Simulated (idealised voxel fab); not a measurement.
This is a process module. Its name is voxel transistor to metal.
It is cross-section cut that appears here, measuring 215 nm in width, its square cells being 5 nm in size.
Each cross-section below is a grid of square cells, stated as bands in top-down order, with one or more rows of cells making up each band. Look at the band entry: it leads with the top's height and the bottom's height in nm. Then it lists the materials left to right, with a width in nm for each. The word "all across" on a single material says that material fills the band edge to edge. The word "air" is empty space. Height is counted from the level 0, under which the received wafer is composed throughout of one material. The lowest of the bands is not closed at the bottom but continues downward, in the notation "0 down". Think of "30->40" as a width that walks from the first number to the second as you go down the band, top row to bottom row, taking equal-sized steps from row to row. Take "remains unaltered" at face value: in the step it is given for, the cross-section changed in none of its cells. Any empty space of 8 cells or more lacking an open way to the top shows up in "Sealed cavities" as width x height at distance, distance from the left edge, in nm. Text after the settings on a step's line: the simulator's own remark on that step. The line of a step may include "overlay nm". On a step with a mask, this value is how far to the right of its planned place the mask lay. A negative value means the mask lay to the left.

PLANNED STEP LIST FOR THE PROCESS
1. RECEIVE,material Si
2. OXIDIZE,depth nm 5
3. CONFORMAL_DEP,material SiN,thk nm 15
4. DIRECTIONAL_DEP,material aC,thk nm 15
5. PATTERN,tone cover,mask id ACTIVE,material resist,width nm 105,thk nm 35,overlay nm 0
6. DIRECTIONAL_ETCH,etch materials aC,depth nm 15
7. STRIP,etch materials resist
8. DIRECTIONAL_ETCH,etch materials SiN,depth nm 15
9. DIRECTIONAL_ETCH,etch materials SiO2,depth nm 5
10. DIRECTIONAL_ETCH,etch materials Si,depth nm 30
11. STRIP,etch materials aC
12. FILL_DEP,material SiO2,thk nm 10
13. CMP,height nm 15
14. SELECTIVE_ETCH,etch materials SiO2,depth nm 10
15. STRIP,etch materials SiN
16. SELECTIVE_ETCH,etch materials SiO2,depth nm 5
17. OXIDIZE,depth nm 5
18. DIRECTIONAL_DEP,material polySi,thk nm 30
19. DIRECTIONAL_DEP,material SiCN,thk nm 15
20. DIRECTIONAL_DEP,material aC,thk nm 10
21. PATTERN,tone cover,mask id GATE,material resist,width nm 25,thk nm 25,overlay nm 0
22. DIRECTIONAL_ETCH,etch materials aC,depth nm 10
23. STRIP,etch materials resist
24. DIRECTIONAL_ETCH,etch materials SiCN,depth nm 25
25. DIRECTIONAL_ETCH,etch materials polySi,depth nm 40
26. STRIP,etch materials aC
27. CONFORMAL_DEP,material SiN,thk nm 10
28. DIRECTIONAL_ETCH,etch materials SiN,depth nm 10
29. DIRECTIONAL_ETCH,etch materials SiO2,depth nm 5
30. DIRECTIONAL_ETCH,etch materials Si,depth nm 10
31. EPI,material nSi,thk nm 10
32. FILL_DEP,material SiO2,thk nm 10
33. CMP,height nm 40
34. DIRECTIONAL_DEP,material SiO2,thk nm 15
35. PATTERN,tone open,mask id CONTACT,material resist,width nm 20,pitch nm 75,thk nm 15,overlay nm 0
36. DIRECTIONAL_ETCH,etch materials SiO2,depth nm 65
37. STRIP,etch materials resist
38. CONFORMAL_DEP,material TiN,thk nm 5
39. FILL_DEP,material Ru,thk nm 5
40. CMP,height nm 55
41. DIRECTIONAL_DEP,material TiN,thk nm 5
42. DIRECTIONAL_DEP,material W,thk nm 25
43. DIRECTIONAL_DEP,material aC,thk nm 15
44. PATTERN,tone cover,mask id METAL_1,material resist,width nm 20,pitch nm 75,thk nm 30,overlay nm 0
45. DIRECTIONAL_ETCH,etch materials aC,depth nm 15
46. STRIP,etch materials resist
47. DIRECTIONAL_ETCH,etch materials W,depth nm 25
48. DIRECTIONAL_ETCH,etch materials TiN,depth nm 5
49. STRIP,etch materials aC
50. CONFORMAL_DEP,material SiCN,thk nm 5
51. FILL_DEP,material SiO2,thk nm 5
52. CMP,height nm 85
53. CONFORMAL_DEP,material SiN,thk nm 5

INCOMING WAFER, CROSS-SECTIONAL VIEW, POST STEP 1
* 0 down  Si all across
* Sealed cavities: none

A WAFER AT THE END: THIS START, THIS PLAN, ONE MISTAKE
* 90 to 85  SiN all across
* 85 to 60  55 nm SiO2 | 5 nm SiCN | 20 nm W | 5 nm SiCN | 45 nm SiO2 | 5 nm SiCN | 20 nm W | 5 nm SiCN | 55 nm SiO2
* 60 to 55  60 nm SiCN | 20 nm TiN | 55 nm SiCN | 20 nm TiN | 60 nm SiCN
* 55 to 40  60 nm SiO2 | 5 nm TiN | 10 nm Ru | 5 nm TiN | 55 nm SiO2 | 5 nm TiN | 10 nm Ru | 5 nm TiN | 60 nm SiO2
* 40 to 35  60 nm SiO2 | 5 nm TiN | 10 nm Ru | 5 nm TiN | 5 nm SiO2 | 10 nm SiN | 25 nm SiCN | 10 nm SiN | 5 nm SiO2 | 5 nm TiN | 10 nm Ru | 5 nm TiN | 60 nm SiO2
* 35 to 30  50 nm SiCN | 10 nm SiN | 20 nm TiN | 5 nm SiO2 | 10 nm SiN | 25 nm SiCN | 10 nm SiN | 5 nm SiO2 | 20 nm TiN | 10 nm SiN | 50 nm SiCN
* 30 to 25  50 nm polySi | 115 nm SiCN | 50 nm polySi
* 25 to 0  polySi all across
* 0 to -5  50 nm SiO2 | 115 nm polySi | 50 nm SiO2
* -5 to -10  SiO2 all across
* -10 to -35  55 nm SiO2 | 105 nm Si | 55 nm SiO2
* -35 down  Si all across
* Sealed cavities: none
Nonconformance to the process plan: step 19 of the plan was carried out twice
